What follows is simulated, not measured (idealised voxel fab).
Title: Process Module voxel self aligned vias
The cross-section on display is named cut; it measures 235 nm wide, and its cells are 5 nm squares.
Bands, listed from the top down, are how a cross-section gets written in this document; the cross-section itself is a grid of square cells, and a band is one or more rows of them. First you get the band's top height and its bottom height, in nm, and then the materials it's made of, left to right, with each width in nm. If you see a single material with "everywhere", that one covers the band edge to edge. "air" is empty space. Convention: height 0 is the level below which the wafer, as received, is all one material. The lowest band does not terminate at the bottom but continues downward, represented as "top 0, no bottom". So if you see something like "30 to 40" for the width, read it as the top row of the band sitting at the first number and the bottom row at the second, with every row in between moving by the same amount as the last. Key: "no change occurred" - step with no changed cell in the cross-section. Look at "Sealed internal voids" for the closed voids: empty spaces with no open path to the top, sized 8 cells or up. Each is width x height at distance, distance from the left edge, all nm. It should be noted that, on the line of a given step, the content following the step's settings is a remark produced by the simulator itself with respect to that step. The "overlay nm" setting may appear on a step's line; for a step that uses a mask, it gives how far to the right of its planned position the mask lay, and a negative value indicates the left.

Intended process steps
1: RECEIVE [material Si]
2: CONFORMAL_DEP [material SiO2] [thk nm 15]
3: CONFORMAL_DEP [material SiCN] [thk nm 5]
4: DIRECTIONAL_DEP [material SiO2] [thk nm 30]
5: MASKED_ETCH [tone open] [mask id LINES] [width nm 30] [pitch nm 65] [etch materials SiO2] [depth nm 30] [overlay nm 0]
6: CONFORMAL_DEP [material TiN] [thk nm 5]
7: FILL_DEP [material Ru] [thk nm 10]
8: CMP [height nm 50]
9: SELECTIVE_ETCH [etch materials W Ru TiN] [depth nm 5]
10: FILL_DEP [material SiN] [thk nm 5]
11: CMP [height nm 50]
12: DIRECTIONAL_DEP [material SiO2] [thk nm 20]
13: DIRECTIONAL_DEP [material aC] [thk nm 10]
14: PATTERN [tone open] [mask id VIAS] [material resist] [width nm 40] [pitch nm 65] [thk nm 25] [overlay nm 0]
15: DIRECTIONAL_ETCH [etch materials aC] [depth nm 10]
16: STRIP [etch materials resist]
17: DIRECTIONAL_ETCH [etch materials SiO2] [depth nm 20]
18: DIRECTIONAL_ETCH [etch materials SiN] [depth nm 5]
19: STRIP [etch materials aC]
20: CONFORMAL_DEP [material TiN] [thk nm 5]
21: FILL_DEP [material W] [thk nm 5]
22: CMP [height nm 70]
23: CONFORMAL_DEP [material SiN] [thk nm 5]

Incoming wafer in cross-section (state: after step 1)
> top 0, no bottom | Si everywhere
> Sealed internal voids: none

Figure: cross-sectional view of the wafer upon completion of the module, processed from the initial state and according to the plan depicted above, with one error introduced during execution
> top 75, bottom 70 | SiN everywhere
> top 70, bottom 50 | SiO2 65 nm | TiN 5 nm | W 30 nm | TiN 5 nm | SiO2 25 nm | TiN 5 nm | W 30 nm | TiN 5 nm | SiO2 65 nm
> top 50, bottom 45 | SiN 65 nm | TiN 40 nm | SiN 25 nm | TiN 40 nm | SiN 65 nm
> top 45, bottom 40 | Ru everywhere
> top 40, bottom 35 | TiN 75 nm | Ru 20 nm | TiN 45 nm | Ru 20 nm | TiN 75 nm
> top 35, bottom 10 | SiO2 70 nm | TiN 5 nm | Ru 20 nm | TiN 5 nm | SiO2 35 nm | TiN 5 nm | Ru 20 nm | TiN 5 nm | SiO2 70 nm
> top 10, bottom 5 | SiO2 70 nm | TiN 30 nm | SiO2 35 nm | TiN 30 nm | SiO2 70 nm
> top 5, bottom 0 | SiCN everywhere
> top 0, no bottom | Si everywhere
> Sealed internal voids: none
Nonconformance to the process plan: not run: step 2 of the plan (skipped)
